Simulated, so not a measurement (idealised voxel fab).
process module | voxel capacitor over wiring
cross-section cut | 250 nm wide | cells 5 nm
A cross-section is a grid of square cells, given in bands from the top down. A band is one or more rows of cells.
Each band's line starts with the height of the band's top and of its bottom, in nm. Then come its materials from left to right, each with its width in nm. One material with "throughout" fills the band from edge to edge. "air" is empty space.
Height 0 is the level under which the wafer as received is all one material. The lowest band goes on downwards, as in "0 down".
A width such as "30 to 40" changes by the same amount from each row of cells to the next, from the band's top row to its bottom row.
"no change" after a step means that no cell of the cross-section changed.
closed voids: empty space of 8 cells or more with no open way to the top, each as width x height at its distance from the left edge, in nm
after a step's settings: what the simulator itself notes on the step
overlay nm, on a step with a mask: how far to the right of its planned place the mask lay; to the left if negative
plan
1 op RECEIVE | material Si
2 op CONFORMAL_DEP | material SiO2 | thk nm 10
3 op CONFORMAL_DEP | material SiN | thk nm 5
4 op DIRECTIONAL_DEP | material lowk | thk nm 20
5 op PATTERN | tone open | mask id METAL_1 | material resist | width nm 20 | pitch nm 90 | thk nm 15 | overlay nm 0
6 op DIRECTIONAL_ETCH | etch materials lowk | depth nm 20
7 op DIRECTIONAL_ETCH | etch materials SiN | depth nm 5
8 op STRIP | etch materials resist
9 op CONFORMAL_DEP | material TiN | thk nm 5
10 op FILL_DEP | material Ru | thk nm 10
11 op CMP | height nm 35
12 op EPI | material Ru | thk nm 5
13 op FILL_DEP | material SiCN | thk nm 5
14 op DIRECTIONAL_DEP | material SiO2 | thk nm 15
15 op PATTERN | tone open | mask id PLUG_1 | material resist | width nm 15 | thk nm 15 | overlay nm 0
16 op DIRECTIONAL_ETCH | etch materials SiO2 | depth nm 15
17 op DIRECTIONAL_ETCH | etch materials SiCN | depth nm 5
18 op STRIP | etch materials resist
19 op EPI | material Ru | thk nm 10
20 op EPI | material Ru | thk nm 10
21 op DIRECTIONAL_DEP | material TiN | thk nm 10
22 op DIRECTIONAL_DEP | material SiN | thk nm 5
23 op DIRECTIONAL_DEP | material TiN | thk nm 10
24 op PATTERN | tone cover | mask id UPPER_PLATE | material resist | width nm 75 | thk nm 20 | overlay nm 0
25 op DIRECTIONAL_ETCH | etch materials TiN | depth nm 10
26 op DIRECTIONAL_ETCH | etch materials SiN | depth nm 5
27 op STRIP | etch materials resist
28 op PATTERN | tone cover | mask id LOWER_PLATE | material resist | width nm 85 | thk nm 15 | overlay nm 0
29 op DIRECTIONAL_ETCH | etch materials TiN | depth nm 10
30 op STRIP | etch materials resist
31 op FILL_DEP | material SiO2 | thk nm 15
32 op CMP | height nm 95
33 op PATTERN | tone open | mask id PLUG_2 | material resist | width nm 15 | thk nm 15 | overlay nm 0
34 op DIRECTIONAL_ETCH | etch materials SiO2 | depth nm 10
35 op STRIP | etch materials resist
36 op CONFORMAL_DEP | material TiN | thk nm 5
37 op FILL_DEP | material Ru | thk nm 5
38 op CMP | height nm 95
39 op CONFORMAL_DEP | material SiN | thk nm 5
as received, after step 1
  0 down: Si throughout
  closed voids: none
first wafer at the end, as planned
  100 to 95: SiN throughout
  95 to 90: SiO2 85 | TiN 5 | Ru 5 | TiN 5 | SiO2 150
  90 to 85: SiO2 85 | TiN 15 | SiO2 150
  85 to 75: SiO2 75 | TiN 75 | SiO2 100
  75 to 70: SiO2 75 | SiN 75 | SiO2 100
  70 to 60: SiO2 70 | TiN 85 | SiO2 95
  60 to 45: SiO2 75 | Ru 15 | SiO2 160
  45 to 40: SiCN 75 | Ru 15 | SiCN 160
  40 to 35: SiCN 65 | Ru 30 | SiCN 60 | Ru 30 | SiCN 65
  35 to 15: lowk 70 | TiN 5 | Ru 10 | TiN 5 | lowk 70 | TiN 5 | Ru 10 | TiN 5 | lowk 70
  15 to 10: SiN 70 | TiN 20 | SiN 70 | TiN 20 | SiN 70
  10 to 0: SiO2 throughout
  0 down: Si throughout
  closed voids: none
second wafer at the end: like start, like plan, one mistake
  100 to 95: SiN throughout
  95 to 90: SiO2 85 | TiN 5 | Ru 5 | TiN 5 | SiO2 150
  90 to 85: SiO2 85 | TiN 15 | SiO2 150
  85 to 75: SiO2 75 | TiN 75 | SiO2 100
  75 to 70: SiO2 75 | SiN 75 | SiO2 100
  70 to 60: SiO2 70 | TiN 85 | SiO2 95
  60 to 45: SiO2 75 | Ru 15 | SiO2 160
  45 to 40: SiCN 75 | Ru 15 | SiCN 160
  40 to 35: SiCN 65 | Ru 30 | SiCN 60 | Ru 30 | SiCN 65
  35 to 30: SiN 70 | TiN 20 | SiN 70 | TiN 20 | SiN 70
  30 to 10: lowk throughout
  10 to 0: SiO2 throughout
  0 down: Si throughout
  closed voids: none
what went wrong: steps 3 and 4 were swapped
at the end the second wafer has, in cells: 16 fewer of Ru | 16 fewer of TiN | 32 more of lowk
